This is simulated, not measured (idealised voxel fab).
The process module that follows is named voxel self aligned vias.
Each square cell in cross-section cut measures 5 nm, and the section as a whole is 220 nm wide.
When this document writes out a cross-section, it uses a grid of square cells and lists it as bands, beginning at the top and moving down, with a band standing for one or more rows of cells.
Read a band's entry like this: the first values are the height of its top and the height of its bottom in nm, and what follows is the sequence of materials from left to right, each with its width in nm. Note that "blank" is empty space, and that a single material marked "throughout" reaches across the band from edge to edge.
Ref level 0: as-received wafer is one material below here. Bottom band extends down with no lower bound ("top 0, no bottom").
The expression "30..40" gives the width at the extremes of the band, the first number at its top row of cells and the second at its bottom row, with the width changing by equal amounts from each row to the next in between.
"nothing altered" for a step: no cell of the cross-section changed in that step.
Heads up: "Unvented cavities" only lists the empty pockets with no open path to the top that are 8 cells or more, and it writes them as width x height at distance, distance from the left edge, in nm.
It should be noted that, on the line of a given step, the content following the step's settings is a remark produced by the simulator itself with respect to that step.
The optional step-line setting "overlay nm" applies to steps with a mask and quantifies how far to the right of its planned location the mask lay, a negative value indicating leftward placement.
The process steps that were planned are listed below:
1. RECEIVE (material Si)
2. CONFORMAL_DEP (material SiO2; thk nm 15)
3. CONFORMAL_DEP (material SiCN; thk nm 5)
4. DIRECTIONAL_DEP (material lowk; thk nm 30)
5. DIRECTIONAL_DEP (material aC; thk nm 15)
6. PATTERN (tone open; mask id LINES; material resist; width nm 20; pitch nm 65; thk nm 35; overlay nm 0)
7. DIRECTIONAL_ETCH (etch materials aC; depth nm 15)
8. STRIP (etch materials resist)
9. DIRECTIONAL_ETCH (etch materials lowk; depth nm 30)
10. STRIP (etch materials aC)
11. CONFORMAL_DEP (material TiN; thk nm 5)
12. FILL_DEP (material W; thk nm 5)
13. CMP (height nm 50)
14. SELECTIVE_ETCH (etch materials W Ru TiN; depth nm 5)
15. FILL_DEP (material SiN; thk nm 5)
16. CMP (height nm 50)
17. DIRECTIONAL_DEP (material lowk; thk nm 15)
18. MASKED_ETCH (tone open; mask id VIAS; width nm 40; pitch nm 65; etch materials lowk; depth nm 15; overlay nm 0)
19. MASKED_ETCH (tone open; mask id VIAS; width nm 40; pitch nm 65; etch materials SiN; depth nm 5; overlay nm 0)
20. CONFORMAL_DEP (material TiN; thk nm 5)
21. FILL_DEP (material Cu; thk nm 5)
22. CMP (height nm 65)
23. CONFORMAL_DEP (material SiN; thk nm 5)
Incoming wafer, cross-sectional view, post step 1:
top 0, no bottom = Si throughout
Unvented cavities: none
Cross-section: first of two wafers, module finished, run according to plan:
top 70, bottom 65 = SiN throughout
top 65, bottom 55 = 55 nm lowk, 5 nm TiN, 30 nm Cu, 5 nm TiN, 25 nm lowk, 5 nm TiN, 30 nm Cu, 5 nm TiN, 60 nm lowk
top 55, bottom 50 = 55 nm lowk, 15 nm TiN, 10 nm Cu, 15 nm TiN, 25 nm lowk, 15 nm TiN, 10 nm Cu, 15 nm TiN, 60 nm lowk
top 50, bottom 45 = 65 nm lowk, 20 nm TiN, 45 nm lowk, 20 nm TiN, 70 nm lowk
top 45, bottom 25 = 65 nm lowk, 5 nm TiN, 10 nm W, 5 nm TiN, 45 nm lowk, 5 nm TiN, 10 nm W, 5 nm TiN, 70 nm lowk
top 25, bottom 20 = 65 nm lowk, 20 nm TiN, 45 nm lowk, 20 nm TiN, 70 nm lowk
top 20, bottom 15 = SiCN throughout
top 15, bottom 0 = SiO2 throughout
top 0, no bottom = Si throughout
Unvented cavities: none
Cross-section, second wafer: same start as the first, same plan as the first, one mistake in running it; taken at the end of the module:
top 75, bottom 70 = SiN throughout
top 70, bottom 65 = 60 nm TiN, 30 nm Cu, 35 nm TiN, 30 nm Cu, 65 nm TiN
top 65, bottom 55 = 55 nm lowk, 5 nm TiN, 30 nm Cu, 5 nm TiN, 25 nm lowk, 5 nm TiN, 30 nm Cu, 5 nm TiN, 60 nm lowk
top 55, bottom 50 = 55 nm lowk, 15 nm TiN, 10 nm Cu, 15 nm TiN, 25 nm lowk, 15 nm TiN, 10 nm Cu, 15 nm TiN, 60 nm lowk
top 50, bottom 45 = 65 nm lowk, 20 nm TiN, 45 nm lowk, 20 nm TiN, 70 nm lowk
top 45, bottom 25 = 65 nm lowk, 5 nm TiN, 10 nm W, 5 nm TiN, 45 nm lowk, 5 nm TiN, 10 nm W, 5 nm TiN, 70 nm lowk
top 25, bottom 20 = 65 nm lowk, 20 nm TiN, 45 nm lowk, 20 nm TiN, 70 nm lowk
top 20, bottom 15 = SiCN throughout
top 15, bottom 0 = SiO2 throughout
top 0, no bottom = Si throughout
Unvented cavities: none
Want to know what went wrong? off-plan run, step 22, actual operation and settings CMP (height nm 70)
Final comparison by cell count, materials where the second wafer has more or fewer than the first: 12 more of Cu, 32 more of TiN
